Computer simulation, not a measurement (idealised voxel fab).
Process module name: voxel wiring stack
Cross-section cut spans 175 nm and uses square cells 5 nm in size.
Reading order for cross-sections: top band down to bottom band. Underlying form: a grid of square cells. Band size: one or more rows of cells.
A band entry consists of two parts. The first gives the height of the band's top and the height of its bottom, in nm. The rest lists the band's materials from left to right, each with its width in nm. A single material labelled with the word "all across" fills the band from edge to edge, and the word "blank" marks empty space.
The reference from which all heights are counted is 0, the level beneath which the as-received wafer is entirely one material; the lowest band, having no lower bound, proceeds downward and is written after the example "0 -> down".
With a width like "30..40", each row of cells in the band differs from the next by the same amount, the top row carrying the first number and the bottom row the second.
Where the words "remained unchanged" appear for a step, the cross-section shows no cell changed by that step; every cell remained as before.
Closed-off voids of 8+ cells (no open route to the top) go in "Sealed voids", written width x height at distance from the left edge, in nm.
That trailing text on a step's line, after the settings, is the simulator's own remark on the step.
overlay nm, on a step with a mask: how far to the right of its planned place the mask lay; to the left if negative
[Set out below are the planned steps of the process]
| 1 | RECEIVE | material Si |
| 2 | CONFORMAL_DEP | material SiO2 | thk nm 15 |
| 3 | DIRECTIONAL_DEP | material TiN | thk nm 5 |
| 4 | DIRECTIONAL_DEP | material Ru | thk nm 20 |
| 5 | PATTERN | tone cover | mask id METAL_1 | material resist | width nm 25 | pitch nm 50 | thk nm 20 | overlay nm 0 |
| 6 | DIRECTIONAL_ETCH | etch materials Ru | depth nm 20 |
| 7 | DIRECTIONAL_ETCH | etch materials TiN | depth nm 5 |
| 8 | STRIP | etch materials resist |
| 9 | CONFORMAL_DEP | material SiN | thk nm 5 |
| 10 | FILL_DEP | material lowk | thk nm 10 |
| 11 | CMP | height nm 40 |
| 12 | CONFORMAL_DEP | material SiCN | thk nm 5 |
| 13 | DIRECTIONAL_DEP | material lowk | thk nm 30 |
| 14 | PATTERN | tone open | mask id METAL_2 | material resist | width nm 25 | pitch nm 50 | thk nm 15 | overlay nm 0 |
| 15 | DIRECTIONAL_ETCH | etch materials lowk | depth nm 15 |
| 16 | STRIP | etch materials resist |
| 17 | DIRECTIONAL_DEP | material aC | thk nm 15 |
| 18 | PATTERN | tone open | mask id METAL_2_HOLES | material resist | width nm 15 | pitch nm 50 | thk nm 35 | overlay nm 0 |
| 19 | DIRECTIONAL_ETCH | etch materials aC | depth nm 15 |
| 20 | STRIP | etch materials resist |
| 21 | DIRECTIONAL_ETCH | etch materials lowk | depth nm 15 |
| 22 | DIRECTIONAL_ETCH | etch materials SiCN | depth nm 5 |
| 23 | STRIP | etch materials aC |
| 24 | CONFORMAL_DEP | material TiN | thk nm 5 |
| 25 | FILL_DEP | material Cu | thk nm 5 |
| 26 | CMP | height nm 75 |
| 27 | CONFORMAL_DEP | material SiCN | thk nm 5 |
[So this is the incoming wafer in cross-section - it's already been through step 1]
  0 -> down: Si all across
  Sealed voids: none
[What the wafer looks like in cross-section after this module, when it starts as shown above and follows the plan above but one mistake is made in running it]
  80 -> 75: SiCN all across
  75 -> 45: lowk all across
  45 -> 40: SiCN all across
  40 -> 20: lowk=20, SiN=5, Ru=25, SiN=5, lowk=15, SiN=5, Ru=25, SiN=5, lowk=15, SiN=5, Ru=25, SiN=5, lowk=20
  20 -> 15: SiN=25, TiN=25, SiN=25, TiN=25, SiN=25, TiN=25, SiN=25
  15 -> 0: SiO2 all across
  0 -> down: Si all across
  Sealed voids: none
What was done differently from what was planned? step 13 of the plan was twice carried out
